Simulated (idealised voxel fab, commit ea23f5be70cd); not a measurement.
Herein follows the process module entitled voxel plated lines.
The cross-section shown here is cut; it is 290 nm wide and divided into square cells measuring 5 nm on a side.
When this document writes out a cross-section, it uses a grid of square cells and lists it as bands, beginning at the top and moving down, with a band standing for one or more rows of cells.
Within each band entry, the heights of the top and of the bottom of the band appear first, in that order and in nm; the materials of the band then follow from left to right, each with its corresponding width in nm. The designation "throughout" on a single material indicates that it fills the band from edge to edge; the designation "air" indicates empty space.
Heights from 0 (as-received wafer is one material below). Bottom band endless downward, as "0 down".
The width entry "30 to 40" should be interpreted row by row: the top row of cells in the band takes the first number, the bottom row takes the second number, and the change between adjacent rows is uniform throughout.
No cell of the cross-section changed in a step that is given as "no change".
The label "Voids, fully enclosed" introduces a list of the empty spaces, 8 cells or larger, that have no open way up to the top; each entry in it reads width x height at distance, where the distance is taken from the left edge and all three are stated in nm.
Anything after a step's settings on that line? It's the simulator's own note about the step.
"overlay nm" denotes, for a step that has a mask, the displacement of the mask to the right of its planned place, with negative values corresponding to the left.
## Listed below are the process steps as planned
| 1 | RECEIVE, material Si |
| 2 | CONFORMAL_DEP, material Al2O3, thk nm 10 |
| 3 | DIRECTIONAL_DEP, material TiN, thk nm 5 |
| 4 | PATTERN, tone open, mask id LINES, material resist, width nm 20, pitch nm 35, thk nm 35, overlay nm 0 |
| 5 | EPI, material Ru, thk nm 5 |
| 6 | EPI, material Ru, thk nm 5 |
| 7 | EPI, material Ru, thk nm 10 |
| 8 | STRIP, etch materials resist |
| 9 | DIRECTIONAL_ETCH, etch materials TiN, depth nm 5 |
| 10 | CONFORMAL_DEP, material SiCN, thk nm 5 |
## Cross-section, incoming material, after step 1
  0 down  Si throughout
  Voids, fully enclosed: none
## Module complete - cross-section of the first of two wafers, run according to plan
  40 to 35  75 air / 30 SiCN / 5 air / 30 SiCN / 5 air / 30 SiCN / 5 air / 30 SiCN / 80 air
  35 to 15  75 air / 5 SiCN / 20 Ru / 5 SiCN / 5 air / 5 SiCN / 20 Ru / 5 SiCN / 5 air / 5 SiCN / 20 Ru / 5 SiCN / 5 air / 5 SiCN / 20 Ru / 5 SiCN / 80 air
  15 to 10  80 SiCN / 20 TiN / 15 SiCN / 20 TiN / 15 SiCN / 20 TiN / 15 SiCN / 20 TiN / 85 SiCN
  10 to 0  Al2O3 throughout
  0 down  Si throughout
  Voids, fully enclosed: none
## Module end: cross-section of wafer two of two. Same start and process plan as the first wafer. One mistake during execution
  35 to 30  75 air / 30 SiCN / 5 air / 30 SiCN / 5 air / 30 SiCN / 5 air / 30 SiCN / 80 air
  30 to 10  75 air / 5 SiCN / 20 Ru / 5 SiCN / 5 air / 5 SiCN / 20 Ru / 5 SiCN / 5 air / 5 SiCN / 20 Ru / 5 SiCN / 5 air / 5 SiCN / 20 Ru / 5 SiCN / 80 air
  10 to 5  80 SiCN / 20 TiN / 15 SiCN / 20 TiN / 15 SiCN / 20 TiN / 15 SiCN / 20 TiN / 85 SiCN
  5 to 0  Al2O3 throughout
  0 down  Si throughout
  Voids, fully enclosed: none
Heads up, the wafer didn't run the way we planned it: step 2, actual vs plan mismatch, actual run CONFORMAL_DEP, material Al2O3, thk nm 5
Wrapping up, a cell-based count of both wafers puts the second over or under the first for these materials: 58 fewer of Al2O3
